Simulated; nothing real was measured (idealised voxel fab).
Process module heading - voxel wiring stack
Cross-section cut spans 230 nm and uses square cells 5 nm in size.
Heads up, the way a cross-section reads in here is a grid of square cells, handed over as bands from the top down, with every band being one or more rows of cells.
Band: top height; bottom height; in nm. Then, left to right: material with width in nm, for each material. "edge to edge": a single material spanning edge to edge. "air": empty space.
Height is counted from the level 0, under which the received wafer is composed throughout of one material. The lowest of the bands is not closed at the bottom but continues downward, in the notation "0 -> down".
Width spec "30..40" -> top row of cells at first value, bottom row at second value, equal per-row change in between.
For the purposes of this document, the phrase "nothing got changed" attached to a step denotes that no cell within the cross-section was modified by that step.
"Trapped cavities" specifies each empty space that is not open to the top and that occupies no fewer than 8 cells, using the form width x height at distance, the distance measured from the left edge and all three quantities in nm.
Read whatever lies past the settings on a step's line as the simulator's own remark about the step.
overlay nm: on a step with a mask, how far right of its planned place the mask lay; negative means left.

plan
1: RECEIVE [material Si]
2: CONFORMAL_DEP [material SiO2] [thk nm 10]
3: DIRECTIONAL_DEP [material TiN] [thk nm 5]
4: DIRECTIONAL_DEP [material W] [thk nm 20]
5: DIRECTIONAL_DEP [material aC] [thk nm 15]
6: PATTERN [tone cover] [mask id METAL_1] [material resist] [width nm 30] [pitch nm 50] [thk nm 35] [overlay nm 0]
7: DIRECTIONAL_ETCH [etch materials aC] [depth nm 15]
8: STRIP [etch materials resist]
9: DIRECTIONAL_ETCH [etch materials W] [depth nm 20]
10: DIRECTIONAL_ETCH [etch materials TiN] [depth nm 5]
11: STRIP [etch materials aC]
12: FILL_DEP [material SiO2] [thk nm 5]
13: CMP [height nm 35]
14: CONFORMAL_DEP [material SiCN] [thk nm 5]
15: DIRECTIONAL_DEP [material SiO2] [thk nm 25]
16: DIRECTIONAL_DEP [material aC] [thk nm 15]
17: PATTERN [tone open] [mask id METAL_2] [material resist] [width nm 20] [pitch nm 50] [thk nm 35] [overlay nm 0]
18: DIRECTIONAL_ETCH [etch materials aC] [depth nm 15]
19: STRIP [etch materials resist]
20: DIRECTIONAL_ETCH [etch materials SiO2] [depth nm 15]
21: STRIP [etch materials aC]
22: PATTERN [tone open] [mask id METAL_2_HOLES] [material resist] [width nm 15] [pitch nm 50] [thk nm 20] [overlay nm 0]
23: DIRECTIONAL_ETCH [etch materials SiO2] [depth nm 10]
24: DIRECTIONAL_ETCH [etch materials SiCN] [depth nm 5]
25: STRIP [etch materials resist]
26: CONFORMAL_DEP [material TiN] [thk nm 5]
27: FILL_DEP [material Cu] [thk nm 5]
28: CMP [height nm 65]
29: CONFORMAL_DEP [material SiCN] [thk nm 5]
30: DIRECTIONAL_DEP [material SiO2] [thk nm 30]
31: DIRECTIONAL_DEP [material aC] [thk nm 10]
32: PATTERN [tone open] [mask id METAL_3_HOLES] [material resist] [width nm 15] [pitch nm 50] [thk nm 30] [overlay nm 0]
33: DIRECTIONAL_ETCH [etch materials aC] [depth nm 10]
34: STRIP [etch materials resist]
35: DIRECTIONAL_ETCH [etch materials SiO2] [depth nm 30]
36: STRIP [etch materials aC]
37: DIRECTIONAL_DEP [material aC] [thk nm 15]
38: PATTERN [tone open] [mask id METAL_3] [material resist] [width nm 30] [pitch nm 50] [thk nm 35] [overlay nm 0]
39: DIRECTIONAL_ETCH [etch materials aC] [depth nm 15]
40: STRIP [etch materials resist]
41: DIRECTIONAL_ETCH [etch materials SiO2] [depth nm 20]
42: DIRECTIONAL_ETCH [etch materials SiCN] [depth nm 5]
43: STRIP [etch materials aC]
44: CONFORMAL_DEP [material TiN] [thk nm 5]
45: FILL_DEP [material Cu] [thk nm 10]
46: CMP [height nm 100]
47: CONFORMAL_DEP [material SiN] [thk nm 5]
Variable across wafers: step 17 width nm (plan value is that of the first wafer; starting state common to all).

Cut through the first of several wafers as received, post step 1
0 -> down | Si edge to edge
Trapped cavities: none

Post step 47, the closing step of the module: first of several wafers, cross-sectioned
105 -> 100 | SiN edge to edge
100 -> 85 | 75 nm SiO2, then 5 nm TiN, then 20 nm Cu, then 5 nm TiN, then 20 nm SiO2, then 5 nm TiN, then 20 nm Cu, then 5 nm TiN, then 75 nm SiO2
85 -> 80 | 75 nm SiO2, then 5 nm TiN, then 5 nm Cu, then 20 nm TiN, then 20 nm SiO2, then 5 nm TiN, then 5 nm Cu, then 20 nm TiN, then 75 nm SiO2
80 -> 70 | 75 nm SiO2, then 5 nm TiN, then 5 nm Cu, then 5 nm TiN, then 35 nm SiO2, then 5 nm TiN, then 5 nm Cu, then 5 nm TiN, then 90 nm SiO2
70 -> 65 | 75 nm SiCN, then 15 nm TiN, then 35 nm SiCN, then 15 nm TiN, then 90 nm SiCN
65 -> 55 | 75 nm SiO2, then 5..10 nm TiN, then 15..10 nm Cu, then 5 nm TiN, then 25 nm SiO2, then 5..10 nm TiN, then 15..10 nm Cu, then 5 nm TiN, then 80 nm SiO2
55 -> 50 | 80 nm SiO2, then 20 nm TiN, then 30 nm SiO2, then 20 nm TiN, then 80 nm SiO2
50 -> 40 | 80 nm SiO2, then 10 nm TiN, then 40 nm SiO2, then 10 nm TiN, then 90 nm SiO2
40 -> 35 | 80 nm SiCN, then 10 nm TiN, then 40 nm SiCN, then 10 nm TiN, then 90 nm SiCN
35 -> 15 | 75 nm SiO2, then 30 nm W, then 20 nm SiO2, then 30 nm W, then 75 nm SiO2
15 -> 10 | 75 nm SiO2, then 30 nm TiN, then 20 nm SiO2, then 30 nm TiN, then 75 nm SiO2
10 -> 0 | SiO2 edge to edge
0 -> down | Si edge to edge
Trapped cavities: none

The last wafer as seen in cross-section at the end of the module
105 -> 100 | SiN edge to edge
100 -> 85 | 75 nm SiO2, then 5 nm TiN, then 20 nm Cu, then 5 nm TiN, then 20 nm SiO2, then 5 nm TiN, then 20 nm Cu, then 5 nm TiN, then 75 nm SiO2
85 -> 80 | 75 nm SiO2, then 5 nm TiN, then 5 nm Cu, then 20 nm TiN, then 20 nm SiO2, then 5 nm TiN, then 5 nm Cu, then 20 nm TiN, then 75 nm SiO2
80 -> 70 | 75 nm SiO2, then 5 nm TiN, then 5 nm Cu, then 5 nm TiN, then 35 nm SiO2, then 5 nm TiN, then 5 nm Cu, then 5 nm TiN, then 90 nm SiO2
70 -> 65 | 75 nm SiCN, then 15 nm TiN, then 35 nm SiCN, then 15 nm TiN, then 90 nm SiCN
65 -> 55 | 75 nm SiO2, then 5 nm TiN, then 25 nm Cu, then 5 nm TiN, then 15 nm SiO2, then 5 nm TiN, then 25 nm Cu, then 5 nm TiN, then 70 nm SiO2
55 -> 50 | 75 nm SiO2, then 5 nm TiN, then 5 nm Cu, then 25 nm TiN, then 15 nm SiO2, then 5 nm TiN, then 5 nm Cu, then 25 nm TiN, then 70 nm SiO2
50 -> 40 | 75 nm SiO2, then 5 nm TiN, then 5 nm Cu, then 5 nm TiN, then 35 nm SiO2, then 5 nm TiN, then 5 nm Cu, then 5 nm TiN, then 90 nm SiO2
40 -> 35 | 75 nm SiCN, then 15 nm TiN, then 35 nm SiCN, then 15 nm TiN, then 90 nm SiCN
35 -> 15 | 75 nm SiO2, then 30 nm W, then 20 nm SiO2, then 30 nm W, then 75 nm SiO2
15 -> 10 | 75 nm SiO2, then 30 nm TiN, then 20 nm SiO2, then 30 nm TiN, then 75 nm SiO2
10 -> 0 | SiO2 edge to edge
0 -> down | Si edge to edge
Trapped cavities: none

Where each wafer stands at the end of the module, a row apiece: cells of each material gained (+) or lost (-) since it was received, then closed voids
width nm 20; +40 Cu; +82 SiCN; +46 SiN; +672 SiO2; +78 TiN; +48 W; Trapped cavities: none
width nm 25; +44 Cu; +82 SiCN; +46 SiN; +666 SiO2; +80 TiN; +48 W; Trapped cavities: none
width nm 30; +52 Cu; +80 SiCN; +46 SiN; +660 SiO2; +80 TiN; +48 W; Trapped cavities: none
width nm 35; +56 Cu; +80 SiCN; +46 SiN; +654 SiO2; +82 TiN; +48 W; Trapped cavities: none
